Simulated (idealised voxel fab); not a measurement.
process module | voxel air gaps
cross-section cut | 200 nm wide | cells 5 nm
A cross-section is a grid of square cells, given in bands from the top down. A band is one or more rows of cells.
Each band's line starts with the height of the band's top and of its bottom, in nm. Then come its materials from left to right, each with its width in nm. One material with "throughout" fills the band from edge to edge. "air" is empty space.
Height 0 is the level under which the wafer as received is all one material. The lowest band goes on downwards, as in "0 down".
A width such as "30 to 40" changes by the same amount from each row of cells to the next, from the band's top row to its bottom row.
"no change" after a step means that no cell of the cross-section changed.
closed voids: empty space of 8 cells or more with no open way to the top, each as width x height at its distance from the left edge, in nm
after a step's settings: what the simulator itself notes on the step
overlay nm, on a step with a mask: how far to the right of its planned place the mask lay; to the left if negative
plan
1 op RECEIVE | material Si
2 op CONFORMAL_DEP | material SiO2 | thk nm 15
3 op CONFORMAL_DEP | material SiN | thk nm 5
4 op DIRECTIONAL_DEP | material SiO2 | thk nm 35
5 op DIRECTIONAL_DEP | material aC | thk nm 15
6 op PATTERN | tone open | mask id LINES | material resist | width nm 15 | pitch nm 40 | thk nm 35 | overlay nm 0
7 op DIRECTIONAL_ETCH | etch materials aC | depth nm 15
8 op STRIP | etch materials resist
9 op DIRECTIONAL_ETCH | etch materials SiO2 | depth nm 35
10 op STRIP | etch materials aC
11 op CONFORMAL_DEP | material TiN | thk nm 5
12 op FILL_DEP | material W | thk nm 5
13 op CMP | height nm 55
14 op EPI | material Ru | thk nm 10
15 op SELECTIVE_ETCH | etch materials SiO2 | depth nm 45
16 op CONFORMAL_DEP | material SiCN | thk nm 5
as received, after step 1
  0 down: Si throughout
  closed voids: none
first wafer at the end, as planned
  70 to 65: air 35 | SiCN 125 | air 40
  65 to 55: air 35 | SiCN 5 | Ru 35 | SiCN 5 | Ru 35 | SiCN 5 | Ru 35 | SiCN 5 | air 40
  55 to 50: air 35 | SiCN 15 | TiN 5 | W 5 | TiN 5 | SiCN 25 | TiN 5 | W 5 | TiN 5 | SiCN 25 | TiN 5 | W 5 | TiN 5 | SiCN 15 | air 40
  50 to 25: air 45 | SiCN 5 | TiN 5 | W 5 | TiN 5 | SiCN 5 | air 15 | SiCN 5 | TiN 5 | W 5 | TiN 5 | SiCN 5 | air 15 | SiCN 5 | TiN 5 | W 5 | TiN 5 | SiCN 5 | air 50
  25 to 20: SiCN 50 | TiN 15 | SiCN 25 | TiN 15 | SiCN 25 | TiN 15 | SiCN 55
  20 to 15: SiN throughout
  15 to 0: SiO2 throughout
  0 down: Si throughout
  closed voids: 15 x 25 at 70; 15 x 25 at 110
second wafer at the end: like start, like plan, one mistake
  70 to 65: SiCN throughout
  65 to 55: Ru throughout
  55 to 25: W 45 | TiN 5 | SiO2 15 | TiN 5 | W 15 | TiN 5 | SiO2 15 | TiN 5 | W 15 | TiN 5 | SiO2 15 | TiN 5 | W 50
  25 to 20: TiN 50 | SiO2 15 | TiN 25 | SiO2 15 | TiN 25 | SiO2 15 | TiN 55
  20 to 15: SiN throughout
  15 to 0: SiO2 throughout
  0 down: Si throughout
  closed voids: none
what went wrong: step 6 ran as: op PATTERN | tone cover | mask id LINES | material resist | width nm 15 | pitch nm 40 | thk nm 35 | overlay nm 0
at the end the second wafer has, in cells: 38 more of Ru | 70 fewer of SiCN | 63 more of SiO2 | 22 more of TiN | 132 more of W
closed voids at the end (first wafer, second wafer): 2, 0
